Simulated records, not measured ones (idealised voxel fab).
Module name: voxel capacitor over wiring (process module)
It is cross-section cut that appears here, measuring 240 nm in width, its square cells being 5 nm in size.
When this document writes out a cross-section, it uses a grid of square cells and lists it as bands, beginning at the top and moving down, with a band standing for one or more rows of cells.
Quick guide to a band line: top height, bottom height (nm) up front; then every material left to right with its width in nm. Only one material and it's marked "everywhere"? Then it fills the band edge to edge. And "air" just means empty space.
Zero point of the height axis is 0; under it, received wafer = one material. Lowest band: continues down indefinitely, "0 and below".
You'd read "30 to 40" like this: the band's top row of cells is as wide as the first number, its bottom row is as wide as the second, and going down, every row changes width by the same amount as the row before did.
"no modification" (step): cross-section cells unchanged, all of them.
The entry "Closed void listing" lists the empty spaces that cover at least 8 cells and have no open path to the top. Each is written as width x height at distance, where the distance is measured from the left edge and all three values are in nm.
That trailing text on a step's line, after the settings, is the simulator's own remark on the step.
"overlay nm" answers the question of how far to the right of plan the mask lay on a step that has a mask, and when it is negative the answer is to the left.

### The process steps that were planned are listed below
1) RECEIVE with material Si
2) CONFORMAL_DEP with material SiO2, thk nm 10
3) CONFORMAL_DEP with material SiCN, thk nm 5
4) DIRECTIONAL_DEP with material SiO2, thk nm 15
5) DIRECTIONAL_DEP with material aC, thk nm 10
6) PATTERN with tone open, mask id METAL_1, material resist, width nm 20, pitch nm 80, thk nm 30, overlay nm 0
7) DIRECTIONAL_ETCH with etch materials aC, depth nm 10
8) STRIP with etch materials resist
9) DIRECTIONAL_ETCH with etch materials SiO2, depth nm 15
10) DIRECTIONAL_ETCH with etch materials SiCN, depth nm 5
11) STRIP with etch materials aC
12) CONFORMAL_DEP with material TiN, thk nm 5
13) FILL_DEP with material W, thk nm 10
14) CMP with height nm 30
15) EPI with material Ru, thk nm 5
16) FILL_DEP with material SiCN, thk nm 5
17) DIRECTIONAL_DEP with material lowk, thk nm 15
18) MASKED_ETCH with tone open, mask id PLUG_1, width nm 15, etch materials lowk, depth nm 15, overlay nm 0
19) MASKED_ETCH with tone open, mask id PLUG_1, width nm 15, etch materials SiCN, depth nm 5, overlay nm 0
20) CONFORMAL_DEP with material TiN, thk nm 5
21) FILL_DEP with material Ru, thk nm 5
22) CMP with height nm 55
23) DIRECTIONAL_DEP with material TiN, thk nm 5
24) DIRECTIONAL_DEP with material SiN, thk nm 5
25) DIRECTIONAL_DEP with material TiN, thk nm 5
26) MASKED_ETCH with tone cover, mask id UPPER_PLATE, width nm 65, etch materials TiN, depth nm 5, overlay nm 0
27) MASKED_ETCH with tone cover, mask id UPPER_PLATE, width nm 65, etch materials SiN, depth nm 5, overlay nm 0
28) DIRECTIONAL_DEP with material aC, thk nm 15
29) PATTERN with tone cover, mask id LOWER_PLATE, material resist, width nm 75, thk nm 30, overlay nm 0
30) DIRECTIONAL_ETCH with etch materials aC, depth nm 15
31) STRIP with etch materials resist
32) DIRECTIONAL_ETCH with etch materials TiN, depth nm 5
33) STRIP with etch materials aC
34) FILL_DEP with material SiO2, thk nm 20
35) CMP with height nm 85
36) PATTERN with tone open, mask id PLUG_2, material resist, width nm 15, thk nm 15, overlay nm 0
37) DIRECTIONAL_ETCH with etch materials SiO2, depth nm 15
38) STRIP with etch materials resist
39) CONFORMAL_DEP with material TiN, thk nm 5
40) FILL_DEP with material Cu, thk nm 10
41) CMP with height nm 85
42) CONFORMAL_DEP with material SiCN, thk nm 5

### Wafer as received: cross-section following step 1
  0 and below: Si everywhere
  Closed void listing: none

### End-of-module cross-section. Starting structure and process plan as above; one mistake made in running it
  90 down to 85: SiCN everywhere
  85 down to 75: SiO2 85, then TiN 5, then Cu 5, then TiN 5, then SiO2 140
  75 down to 65: SiO2 85 to 75, then TiN 15 to 65, then SiO2 140 to 100
  65 down to 60: SiO2 75, then SiN 65, then SiO2 100
  60 down to 55: SiO2 75, then TiN 70, then SiO2 95
  55 down to 40: lowk 75, then TiN 5, then Ru 5, then TiN 5, then lowk 150
  40 down to 35: SiCN 75, then TiN 15, then SiCN 150
  35 down to 30: SiCN 65, then Ru 30, then SiCN 50, then Ru 30, then SiCN 65
  30 down to 15: SiO2 70, then TiN 5, then W 10, then TiN 5, then SiO2 60, then TiN 5, then W 10, then TiN 5, then SiO2 70
  15 down to 10: SiCN 70, then TiN 20, then SiCN 60, then TiN 20, then SiCN 70
  10 down to 0: SiO2 everywhere
  0 and below: Si everywhere
  Closed void listing: none
Short version of what went wrong: step 29 was not run as planned; what actually ran was PATTERN with tone cover, mask id LOWER_PLATE, material resist, width nm 70, thk nm 30, overlay nm 0
